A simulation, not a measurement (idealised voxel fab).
Presented below is a process module, voxel air gaps.
We display cut, a cross-section 210 nm in width whose square cells are each 5 nm.
How to read a cross-section here: the picture is a grid of square cells, written as bands going from the top down, and any band can span one or more rows of cells. First you get the band's top height and its bottom height, in nm, and then the materials it's made of, left to right, with each width in nm. If you see a single material with "everywhere", that one covers the band edge to edge. "empty" is empty space. We count height from 0. Below that, the starting wafer is all one material. The lowest band never ends at the bottom but goes on down; see "from 0 down" for how that is written. A width given as "30->40" starts at the first number in the band's top row and ends at the second number in its bottom row, shifting by an equal amount at every step from row to row. "identical to before" for a step: no cell of the cross-section changed in that step. "Trapped voids": empty spaces of 8 cells or more with no open way to the top, each given as width x height at distance, distance from the left edge, all in nm. On each step's line, the part that comes after the settings is the simulator's own comment on the step. overlay nm: mask offset rightward from planned place, masked step; negative means leftward offset.
# Planned process steps
1 RECEIVE: material Si
2 CONFORMAL_DEP: material SiO2, thk nm 10
3 CONFORMAL_DEP: material SiN, thk nm 5
4 DIRECTIONAL_DEP: material SiO2, thk nm 35
5 MASKED_ETCH: tone open, mask id LINES, width nm 15, pitch nm 40, etch materials SiO2, depth nm 35, overlay nm 0
6 CONFORMAL_DEP: material TiN, thk nm 5
7 FILL_DEP: material Cu, thk nm 5
8 CMP: height nm 50
9 EPI: material Ru, thk nm 10
10 SELECTIVE_ETCH: etch materials SiO2, depth nm 45
11 CONFORMAL_DEP: material SiCN, thk nm 5
# Incoming wafer in cross-section (state: after step 1)
> from 0 down: Si everywhere
> Trapped voids: none
# The module was run from the start shown above using the plan shown above, but one mistake was made doing it; the resulting wafer cross-section is below
> from 55 to 50: empty 40  SiCN 125  empty 45
> from 50 to 40: empty 40  SiCN 5  Ru 35  SiCN 5  Ru 35  SiCN 5  Ru 35  SiCN 5  empty 45
> from 40 to 35: empty 40  SiCN 15  TiN 5  Cu 5  TiN 5  SiCN 25  TiN 5  Cu 5  TiN 5  SiCN 25  TiN 5  Cu 5  TiN 5  SiCN 15  empty 45
> from 35 to 20: empty 50  SiCN 5  TiN 5  Cu 5  TiN 5  SiCN 5  empty 15  SiCN 5  TiN 5  Cu 5  TiN 5  SiCN 5  empty 15  SiCN 5  TiN 5  Cu 5  TiN 5  SiCN 5  empty 55
> from 20 to 15: SiCN 55  TiN 15  SiCN 25  TiN 15  SiCN 25  TiN 15  SiCN 60
> from 15 to 10: SiN everywhere
> from 10 to 0: SiO2 everywhere
> from 0 down: Si everywhere
> Trapped voids: 15 x 15 at 75; 15 x 15 at 115
What was the processing mistake? step 8 did not use the planned setting and instead ran as CMP: height nm 40
